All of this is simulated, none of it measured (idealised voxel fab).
Process module name: voxel ribs on slabs
The cross-section on display is named cut; it measures 255 nm wide, and its cells are 5 nm squares.
If you're reading a cross-section in this doc, picture square cells in a grid; it comes to you as bands, top ones listed first down to the bottom, and a band can be one or more rows of cells.
In this notation a band is specified by the heights of its top and bottom, in that order and in nm, after which its materials appear from left to right, each paired with its width in nm. The word "all across" attached to a single material means that material fills the band from edge to edge; the word "empty" stands for empty space.
We count height from 0. Below that, the starting wafer is all one material. The lowest band never ends at the bottom but goes on down; see "top 0, no bottom" for how that is written.
Graded width ("30->40"): value in top row of band = first number; value in bottom row = second number; row-to-row change constant.
Step marked "nothing different"? Then no cell in the cross-section changed in it.
In "Enclosed void catalog" the enclosed voids are listed, meaning empty spaces of 8 cells or larger without any opening to the top. The form is width x height at distance, distance from the left edge, units nm.
Heads up: the bit after the settings on a step's line is the simulator's remark on that step.
overlay nm: step with mask; distance mask lay right of planned place; negative value = left of planned place.
Planned process steps
step 1: RECEIVE | material Si
step 2: DIRECTIONAL_DEP | material SiO2 | thk nm 30
step 3: DIRECTIONAL_DEP | material polySi | thk nm 15
step 4: MASKED_ETCH | tone cover | mask id RIB | width nm 20 | etch materials polySi | depth nm 10 | overlay nm 0
step 5: DIRECTIONAL_DEP | material aC | thk nm 10
step 6: PATTERN | tone cover | mask id SLAB | material resist | width nm 80 | thk nm 25 | overlay nm 0
step 7: DIRECTIONAL_ETCH | etch materials aC | depth nm 10
step 8: STRIP | etch materials resist
step 9: DIRECTIONAL_ETCH | etch materials polySi | depth nm 5
step 10: STRIP | etch materials aC
step 11: FILL_DEP | material SiO2 | thk nm 20
step 12: CMP | height nm 60
step 13: DIRECTIONAL_DEP | material W | thk nm 10
step 14: DIRECTIONAL_DEP | material aC | thk nm 15
step 15: PATTERN | tone cover | mask id HEATER | material resist | width nm 30 | thk nm 30 | overlay nm 0
step 16: DIRECTIONAL_ETCH | etch materials aC | depth nm 15
step 17: STRIP | etch materials resist
step 18: DIRECTIONAL_ETCH | etch materials W | depth nm 10
step 19: STRIP | etch materials aC
step 20: CONFORMAL_DEP | material SiO2 | thk nm 10
Cross-section of the wafer at receipt, which is the condition after step 1
  top 0, no bottom = Si all across
  Enclosed void catalog: none
First wafer of two, sectioned at end of module; run went per plan
  top 80, bottom 70 = 100 nm empty / 50 nm SiO2 / 105 nm empty
  top 70, bottom 60 = 110 nm SiO2 / 30 nm W / 115 nm SiO2
  top 60, bottom 45 = SiO2 all across
  top 45, bottom 35 = 115 nm SiO2 / 20 nm polySi / 120 nm SiO2
  top 35, bottom 30 = 85 nm SiO2 / 80 nm polySi / 90 nm SiO2
  top 30, bottom 0 = SiO2 all across
  top 0, no bottom = Si all across
  Enclosed void catalog: none
Cross-sectional view of the second of two wafers upon completion of the module. This wafer shared its starting condition and process plan with the first; one error was made during its execution
  top 75, bottom 70 = 100 nm empty / 50 nm SiO2 / 105 nm empty
  top 70, bottom 65 = SiO2 all across
  top 65, bottom 60 = 110 nm SiO2 / 30 nm W / 115 nm SiO2
  top 60, bottom 45 = SiO2 all across
  top 45, bottom 35 = 115 nm SiO2 / 20 nm polySi / 120 nm SiO2
  top 35, bottom 30 = 85 nm SiO2 / 80 nm polySi / 90 nm SiO2
  top 30, bottom 0 = SiO2 all across
  top 0, no bottom = Si all across
  Enclosed void catalog: none
Want to know what went wrong? step 13: run off-plan, actual operation and settings DIRECTIONAL_DEP | material W | thk nm 5
Final cells, second wafer relative to first, materials higher or lower: SiO2: 4 fewer; W: 6 fewer
